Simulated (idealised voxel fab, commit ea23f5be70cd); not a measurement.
Process module in this document: voxel gate over fins
Cross-section cut: width 165 nm, square cells of 5 nm.
A cross-section is a grid of square cells, given in bands from the top down. A band is one or more rows of cells. In this notation a band is specified by the heights of its top and bottom, in that order and in nm, after which its materials appear from left to right, each paired with its width in nm. The word "edge to edge" attached to a single material means that material fills the band from edge to edge; the word "blank" stands for empty space. Height reference: 0 = level under which incoming wafer is all one material. Lowest band: no bottom, runs on downward, e.g. "0 and below". Width "30 to 40": first value at the band's top row of cells, second value at its bottom row, equal change from row to row. "same as before" means the step left every cell of the cross-section as it was. "Sealed internal voids" - sealed voids, min. 8 cells, no opening to top; format: width x height at distance (distance from left edge; nm throughout). Note: text after step settings on the step line = simulator remark on that step. A step's line can hold "overlay nm"; with a mask on that step, the setting says how far right of the planned place the mask lay, while a negative setting says it lay to the left.
-- Planned step list for the process
1) RECEIVE,material Si
2) CONFORMAL_DEP,material SiN,thk nm 5
3) MASKED_ETCH,tone cover,mask id FINS,width nm 15,pitch nm 45,etch materials SiN,depth nm 5,overlay nm 0
4) MASKED_ETCH,tone cover,mask id FINS,width nm 15,pitch nm 45,etch materials Si,depth nm 30,overlay nm 0
5) OXIDIZE,depth nm 5
6) FILL_DEP,material SiO2,thk nm 10
7) CMP,height nm 5
8) SELECTIVE_ETCH,etch materials SiO2,depth nm 20
9) STRIP,etch materials SiN
10) CONFORMAL_DEP,material HfO2,thk nm 5
11) CONFORMAL_DEP,material TiN,thk nm 5
12) FILL_DEP,material W,thk nm 15
13) CMP,height nm 20
14) CONFORMAL_DEP,material SiN,thk nm 10
-- Cross-section of the wafer upon arrival, representing the state reached after step 1
	0 and below | Si edge to edge
	Sealed internal voids: none
-- End state of the module in cross-section, given the above starting point and plan and one mistake in execution
	30 down to 20 | SiN edge to edge
	20 down to 5 | W edge to edge
	5 down to 0 | W 30 nm  TiN 15 nm  W 30 nm  TiN 15 nm  W 30 nm  TiN 15 nm  W 30 nm
	0 down to -10 | W 30 nm  TiN 5 nm  Si 5 nm  TiN 5 nm  W 30 nm  TiN 5 nm  Si 5 nm  TiN 5 nm  W 30 nm  TiN 5 nm  Si 5 nm  TiN 5 nm  W 30 nm
	-10 down to -15 | TiN 35 nm  Si 5 nm  TiN 40 nm  Si 5 nm  TiN 40 nm  Si 5 nm  TiN 35 nm
	-15 down to -35 | SiO2 35 nm  Si 5 nm  SiO2 40 nm  Si 5 nm  SiO2 40 nm  Si 5 nm  SiO2 35 nm
	-35 and below | Si edge to edge
	Sealed internal voids: none
Nonconformance to the process plan: the plan's step 10 was left out and never carried out
